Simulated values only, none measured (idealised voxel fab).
process module | voxel released beams
cross-section cut | 285 nm wide | cells 5 nm
A cross-section is a grid of square cells, given in bands from the top down. A band is one or more rows of cells.
Each band's line starts with the height of the band's top and of its bottom, in nm. Then come its materials from left to right, each with its width in nm. One material with "throughout" fills the band from edge to edge. "air" is empty space.
Height 0 is the level under which the wafer as received is all one material. The lowest band goes on downwards, as in "0 down".
A width such as "30 to 40" changes by the same amount from each row of cells to the next, from the band's top row to its bottom row.
"no change" after a step means that no cell of the cross-section changed.
closed voids: empty space of 8 cells or more with no open way to the top, each as width x height at its distance from the left edge, in nm
after a step's settings: what the simulator itself notes on the step
overlay nm, on a step with a mask: how far to the right of its planned place the mask lay; to the left if negative
plan
1 op RECEIVE | material Si
2 op CONFORMAL_DEP | material SiN | thk nm 5
3 op DIRECTIONAL_DEP | material SiO2 | thk nm 20
4 op PATTERN | tone open | mask id ANCHOR | material resist | width nm 30 | thk nm 15 | overlay nm 0
5 op DIRECTIONAL_ETCH | etch materials SiO2 | depth nm 20
6 op STRIP | etch materials resist
7 op CONFORMAL_DEP | material TiN | thk nm 10
8 op DIRECTIONAL_DEP | material aC | thk nm 10
9 op PATTERN | tone cover | mask id BEAM | material resist | width nm 110 | thk nm 25 | overlay nm 0
10 op DIRECTIONAL_ETCH | etch materials aC | depth nm 10
11 op STRIP | etch materials resist
12 op DIRECTIONAL_ETCH | etch materials TiN | depth nm 10
13 op STRIP | etch materials aC
14 op STRIP | etch materials SiO2
first wafer, as planned
as received, after step 1
  0 down: Si throughout
  closed voids: none
after step 2
  5 to 0: SiN throughout
  below 0: unchanged
after step 3
  25 to 5: SiO2 throughout
  below 5: unchanged
after step 4
  40 to 25: resist 90 | air 30 | resist 165
  below 25: unchanged
after step 5
  40 to 25: resist 90 | air 30 | resist 165
  25 to 5: SiO2 90 | air 30 | SiO2 165
  below 5: unchanged
after step 6
  25 to 5: SiO2 90 | air 30 | SiO2 165
  below 5: unchanged
after step 7
  35 to 25: TiN 100 | air 10 | TiN 175
  25 to 15: SiO2 90 | TiN 10 | air 10 | TiN 10 | SiO2 165
  15 to 5: SiO2 90 | TiN 30 | SiO2 165
  below 5: unchanged
after step 8
  45 to 35: aC 100 | air 10 | aC 175
  35 to 25: TiN 100 | air 10 | TiN 175
  25 to 15: SiO2 90 | TiN 10 | aC 10 | TiN 10 | SiO2 165
  below 15: unchanged
after step 9
  70 to 45: air 85 | resist 110 | air 90
  45 to 35: aC 100 | resist 10 | aC 175
  35 to 25: TiN 100 | resist 10 | TiN 175
  below 25: unchanged
after step 10
  60 to 45: air 85 | resist 110 | air 90
  45 to 35: air 85 | aC 15 | resist 10 | aC 85 | air 90
  below 35: unchanged
after step 11
  45 to 35: air 85 | aC 15 | air 10 | aC 85 | air 90
  35 to 25: TiN 100 | air 10 | TiN 175
  below 25: unchanged
after step 12
  45 to 35: air 85 | aC 15 | air 10 | aC 85 | air 90
  35 to 25: air 85 | TiN 15 | air 10 | TiN 85 | air 90
  below 25: unchanged
after step 13
  35 to 25: air 85 | TiN 15 | air 10 | TiN 85 | air 90
  25 to 15: SiO2 90 | TiN 10 | air 10 | TiN 10 | SiO2 165
  below 15: unchanged
after step 14
  35 to 25: air 85 | TiN 15 | air 10 | TiN 85 | air 90
  25 to 15: air 90 | TiN 10 | air 10 | TiN 10 | air 165
  15 to 5: air 90 | TiN 30 | air 165
  below 5: unchanged
second wafer: like start, like plan, one mistake. Through step 1 it matches the first wafer
when step 2 should have ended: no change
when step 3 should have ended
  20 to 0: SiO2 throughout
  below 0: unchanged
when step 4 should have ended
  35 to 20: resist 90 | air 30 | resist 165
  below 20: unchanged
when step 5 should have ended
  35 to 20: resist 90 | air 30 | resist 165
  20 to 0: SiO2 90 | air 30 | SiO2 165
  below 0: unchanged
when step 6 should have ended
  20 to 0: SiO2 90 | air 30 | SiO2 165
  below 0: unchanged
when step 7 should have ended
  30 to 20: TiN 100 | air 10 | TiN 175
  20 to 10: SiO2 90 | TiN 10 | air 10 | TiN 10 | SiO2 165
  10 to 0: SiO2 90 | TiN 30 | SiO2 165
  below 0: unchanged
when step 8 should have ended
  40 to 30: aC 100 | air 10 | aC 175
  30 to 20: TiN 100 | air 10 | TiN 175
  20 to 10: SiO2 90 | TiN 10 | aC 10 | TiN 10 | SiO2 165
  below 10: unchanged
when step 9 should have ended
  65 to 40: air 85 | resist 110 | air 90
  40 to 30: aC 100 | resist 10 | aC 175
  30 to 20: TiN 100 | resist 10 | TiN 175
  below 20: unchanged
when step 10 should have ended
  55 to 40: air 85 | resist 110 | air 90
  40 to 30: air 85 | aC 15 | resist 10 | aC 85 | air 90
  below 30: unchanged
when step 11 should have ended
  40 to 30: air 85 | aC 15 | air 10 | aC 85 | air 90
  30 to 20: TiN 100 | air 10 | TiN 175
  below 20: unchanged
when step 12 should have ended
  40 to 30: air 85 | aC 15 | air 10 | aC 85 | air 90
  30 to 20: air 85 | TiN 15 | air 10 | TiN 85 | air 90
  below 20: unchanged
when step 13 should have ended
  30 to 20: air 85 | TiN 15 | air 10 | TiN 85 | air 90
  20 to 10: SiO2 90 | TiN 10 | air 10 | TiN 10 | SiO2 165
  below 10: unchanged
when step 14 should have ended
  30 to 20: air 85 | TiN 15 | air 10 | TiN 85 | air 90
  20 to 10: air 90 | TiN 10 | air 10 | TiN 10 | air 165
  10 to 0: air 90 | TiN 30 | air 165
  below 0: unchanged
what went wrong: step 2 was left out
at the end the second wafer has, in cells: 57 fewer of SiN
